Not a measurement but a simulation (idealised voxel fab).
Process module, titled voxel double patterning
Each square cell in cross-section cut measures 5 nm, and the section as a whole is 235 nm wide.
When this document writes out a cross-section, it uses a grid of square cells and lists it as bands, beginning at the top and moving down, with a band standing for one or more rows of cells. Heads up on the band format: heights come first, top then bottom, in nm. After that it's the materials left to right, each with its width in nm. A single material flagged "everywhere" fills the whole band edge to edge, and "air" means there's empty space there. Height is counted from the level 0, under which the received wafer is composed throughout of one material. The lowest of the bands is not closed at the bottom but continues downward, in the notation "0 nm and below". The notation "30 to 40" denotes a width that varies across the rows of cells in the band, beginning at the first number in the top row, finishing at the second number in the bottom row, and changing by an identical amount from each row to the next. It should be understood that the words "identical to before", when stated for a given step, signify that the cross-section underwent no change in any of its cells during that step. Listed in "Entrapped void list": every empty space of 8 or more cells without an open way to the top. Form: width x height at distance, the distance being from the left edge, all in nm. On a step's line, text after the settings is the simulator commenting on that step. The line of a step may include "overlay nm". On a step with a mask, this value is how far to the right of its planned place the mask lay. A negative value means the mask lay to the left.

## The planned process steps are enumerated hereunder
1: RECEIVE with material Si
2: CONFORMAL_DEP with material SiN, thk nm 5
3: DIRECTIONAL_DEP with material SiO2, thk nm 15
4: DIRECTIONAL_DEP with material SiCN, thk nm 10
5: PATTERN with tone open, mask id FIRST, material resist, width nm 15, pitch nm 50, thk nm 15, overlay nm 0
6: DIRECTIONAL_ETCH with etch materials SiCN, depth nm 10
7: STRIP with etch materials resist
8: MASKED_ETCH with tone open, mask id SECOND, width nm 15, etch materials SiCN, depth nm 10, overlay nm 0
9: DIRECTIONAL_ETCH with etch materials SiO2, depth nm 15
10: STRIP with etch materials SiCN

## Concerning the first of two wafers, which was run in accordance with the plan

## Delivered wafer in cross-section: state after step 1
0 nm and below | Si everywhere
Entrapped void list: none

## The following cross-section depicts the wafer upon completion of step 2
5 nm to 0 nm | SiN everywhere
Rest of section, below 0: as before.

## The following cross-section depicts the wafer upon completion of step 3
20 nm to 5 nm | SiO2 everywhere
Rest of section, below 5: as before.

## The following cross-section depicts the wafer upon completion of step 4
30 nm to 20 nm | SiCN everywhere
Rest of section, below 20: as before.

## The following cross-section depicts the wafer upon completion of step 5
45 nm to 30 nm | resist 85, air 15, resist 35, air 15, resist 85
Rest of section, below 30: as before.

## The following cross-section depicts the wafer upon completion of step 6
45 nm to 30 nm | resist 85, air 15, resist 35, air 15, resist 85
30 nm to 20 nm | SiCN 85, air 15, SiCN 35, air 15, SiCN 85
Rest of section, below 20: as before.

## The following cross-section depicts the wafer upon completion of step 7
30 nm to 20 nm | SiCN 85, air 15, SiCN 35, air 15, SiCN 85
Rest of section, below 20: as before.

## The following cross-section depicts the wafer upon completion of step 8
30 nm to 20 nm | SiCN 85, air 15, SiCN 10, air 15, SiCN 10, air 15, SiCN 85
Rest of section, below 20: as before.

## The following cross-section depicts the wafer upon completion of step 9
30 nm to 20 nm | SiCN 85, air 15, SiCN 10, air 15, SiCN 10, air 15, SiCN 85
20 nm to 5 nm | SiO2 85, air 15, SiO2 10, air 15, SiO2 10, air 15, SiO2 85
Rest of section, below 5: as before.

## The following cross-section depicts the wafer upon completion of step 10
20 nm to 5 nm | SiO2 85, air 15, SiO2 10, air 15, SiO2 10, air 15, SiO2 85
Rest of section, below 5: as before.

## The remaining wafer, second of the two, started like the first and was run to the same plan, except that one mistake was made along the way; the two coincide through step 7, inclusive

## Cross-section of the second wafer at the time by which step 8 should have been completed according to the plan
30 nm to 20 nm | SiCN 85, air 15, SiCN 5, air 25, SiCN 5, air 15, SiCN 85
Rest of section, below 20: as before.

## Cross-section of the second wafer at the time by which step 9 should have been completed according to the plan
30 nm to 20 nm | SiCN 85, air 15, SiCN 5, air 25, SiCN 5, air 15, SiCN 85
20 nm to 5 nm | SiO2 85, air 15, SiO2 5, air 25, SiO2 5, air 15, SiO2 85
Rest of section, below 5: as before.

## Cross-section of the second wafer at the time by which step 10 should have been completed according to the plan
20 nm to 5 nm | SiO2 85, air 15, SiO2 5, air 25, SiO2 5, air 15, SiO2 85
Rest of section, below 5: as before.
Plan not followed: step 8 did not use the planned setting and instead ran as MASKED_ETCH with tone open, mask id SECOND, width nm 25, etch materials SiCN, depth nm 10, overlay nm 0
Looking at both finished wafers in cells, the second ends up ahead of or behind the first on some materials: -6 SiO2
